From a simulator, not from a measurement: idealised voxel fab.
The document below concerns the process module designated voxel released beams.
The cross-section shown here is cut; it is 145 nm wide and divided into square cells measuring 5 nm on a side.
Notation: cross-section as square-cell grid; stated in bands, top first, going down; one or more cell rows per band. Top height, bottom height, nm. Materials left to right, width each, nm. Single material + "everywhere" = fills band edge to edge. "air" = empty. Heights are expressed relative to 0, this being the level below which the as-received wafer comprises one material exclusively. The lowest band is unbounded in the downward direction and is denoted as in "0 -> down". You'd read "30..40" like this: the band's top row of cells is as wide as the first number, its bottom row is as wide as the second, and going down, every row changes width by the same amount as the row before did. Take "remained the same" at face value: in the step it is given for, the cross-section changed in none of its cells. Entry "Closed void listing". Content: empty spaces with no open connection to the top, size 8 cells or greater. Each: width x height at distance. Distance: from left edge. Unit: nm. Past the settings on a step's line: simulator remark, on that step. The "overlay nm" setting may appear on a step's line; for a step that uses a mask, it gives how far to the right of its planned position the mask lay, and a negative value indicates the left.
# Process steps foreseen in the plan
| 1 | RECEIVE, material Si |
| 2 | CONFORMAL_DEP, material Al2O3, thk nm 5 |
| 3 | DIRECTIONAL_DEP, material SiO2, thk nm 15 |
| 4 | DIRECTIONAL_DEP, material aC, thk nm 10 |
| 5 | PATTERN, tone open, mask id ANCHOR, material resist, width nm 30, thk nm 30, overlay nm 0 |
| 6 | DIRECTIONAL_ETCH, etch materials aC, depth nm 10 |
| 7 | STRIP, etch materials resist |
| 8 | DIRECTIONAL_ETCH, etch materials SiO2, depth nm 15 |
| 9 | STRIP, etch materials aC |
| 10 | CONFORMAL_DEP, material SiN, thk nm 10 |
| 11 | DIRECTIONAL_DEP, material aC, thk nm 15 |
| 12 | PATTERN, tone cover, mask id BEAM, material resist, width nm 90, thk nm 35, overlay nm 0 |
| 13 | DIRECTIONAL_ETCH, etch materials aC, depth nm 15 |
| 14 | STRIP, etch materials resist |
| 15 | DIRECTIONAL_ETCH, etch materials SiN, depth nm 10 |
| 16 | STRIP, etch materials aC |
| 17 | STRIP, etch materials SiO2 |
# Delivered wafer in cross-section: state after step 1
* 0 -> down  Si everywhere
* Closed void listing: none
# a wafer at the end: this start, this plan, one mistake
* 30 -> 20  air 15 nm, then SiN 25 nm, then air 10 nm, then SiN 55 nm, then air 40 nm
* 20 -> 15  air 30 nm, then SiN 10 nm, then air 10 nm, then SiN 10 nm, then air 85 nm
* 15 -> 5  air 30 nm, then SiN 30 nm, then air 85 nm
* 5 -> 0  Al2O3 everywhere
* 0 -> down  Si everywhere
* Closed void listing: none
Nonconformance to the process plan: step 12 off recipe, ran as PATTERN, tone cover, mask id BEAM, material resist, width nm 90, thk nm 35, overlay nm -10
